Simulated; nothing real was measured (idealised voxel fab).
Name of the process module below: voxel fin reveal
The figure presents cross-section cut, which has a width of 290 nm and is divided into square cells with an edge length of 5 nm.
In this document a cross-section is written as a grid of square cells. It is given as a series of bands, listed from the top down, and a band is one or more rows of cells. Read a band's entry like this: the first values are the height of its top and the height of its bottom in nm, and what follows is the sequence of materials from left to right, each with its width in nm. Note that "air" is empty space, and that a single material marked "edge to edge" reaches across the band from edge to edge. Basically, 0 is our baseline, since under it the wafer straight out of the box is all one material. The bottom band has no lower end and keeps on going down, so it looks like "0 nm and below". Graded width ("30->40"): value in top row of band = first number; value in bottom row = second number; row-to-row change constant. The designation "identical to before", where it is given for a processing step, indicates that no cell of the cross-section was altered in the course of that step. This entry, "Completely sealed voids", enumerates those empty regions of no fewer than 8 cells that possess no open connection to the top. Each region is reported in the form width x height at distance, the distance being taken from the left edge, with all three quantities expressed in nm. Read whatever lies past the settings on a step's line as the simulator's own remark about the step. "overlay nm" on a masked step: distance the mask lay right of its planned place, negative for left.
**plan**
| 1 | RECEIVE [material Si] |
| 2 | CONFORMAL_DEP [material SiN] [thk nm 5] |
| 3 | DIRECTIONAL_DEP [material aC] [thk nm 15] |
| 4 | PATTERN [tone cover] [mask id FINS] [material resist] [width nm 15] [pitch nm 35] [thk nm 30] [overlay nm 0] |
| 5 | DIRECTIONAL_ETCH [etch materials aC] [depth nm 15] |
| 6 | STRIP [etch materials resist] |
| 7 | DIRECTIONAL_ETCH [etch materials SiN] [depth nm 5] |
| 8 | DIRECTIONAL_ETCH [etch materials Si] [depth nm 35] |
| 9 | STRIP [etch materials aC] |
| 10 | OXIDIZE [depth nm 5] |
| 11 | FILL_DEP [material SiO2] [thk nm 15] |
| 12 | CMP [height nm 5] |
| 13 | SELECTIVE_ETCH [etch materials SiO2] [depth nm 25] |
| 14 | STRIP [etch materials SiN] |
| 15 | CONFORMAL_DEP [material SiO2] [thk nm 5] |
**Wafer cross-section on receipt, i.e. after step 1**
	0 nm and below = Si edge to edge
	Completely sealed voids: none
**Module complete - cross-section of the first of two wafers, run according to plan**
	5 nm to 0 nm = air=85, SiO2=15, air=20, SiO2=15, air=20, SiO2=15, air=20, SiO2=15, air=85
	0 nm to -15 nm = air=85, SiO2=5, Si=5, SiO2=5, air=20, SiO2=5, Si=5, SiO2=5, air=20, SiO2=5, Si=5, SiO2=5, air=20, SiO2=5, Si=5, SiO2=5, air=85
	-15 nm to -40 nm = SiO2=90, Si=5, SiO2=30, Si=5, SiO2=30, Si=5, SiO2=30, Si=5, SiO2=90
	-40 nm and below = Si edge to edge
	Completely sealed voids: none
**second wafer at the end: like start, like plan, one mistake**
	5 nm to 0 nm = SiO2=85, air=15, SiO2=20, air=15, SiO2=20, air=15, SiO2=20, air=15, SiO2=85
	0 nm to -15 nm = Si=80, SiO2=5, air=15, SiO2=5, Si=10, SiO2=5, air=15, SiO2=5, Si=10, SiO2=5, air=15, SiO2=5, Si=10, SiO2=5, air=15, SiO2=5, Si=80
	-15 nm to -40 nm = Si=80, SiO2=25, Si=10, SiO2=25, Si=10, SiO2=25, Si=10, SiO2=25, Si=80
	-40 nm and below = Si edge to edge
	Completely sealed voids: none
Processing error: the process deviated at step 4: the operation and settings actually run there were PATTERN [tone open] [mask id FINS] [material resist] [width nm 15] [pitch nm 35] [thk nm 30] [overlay nm 0]
End check, counted in cells, second wafer has more or fewer of these materials than the first: 272 more of Si | 136 fewer of SiO2
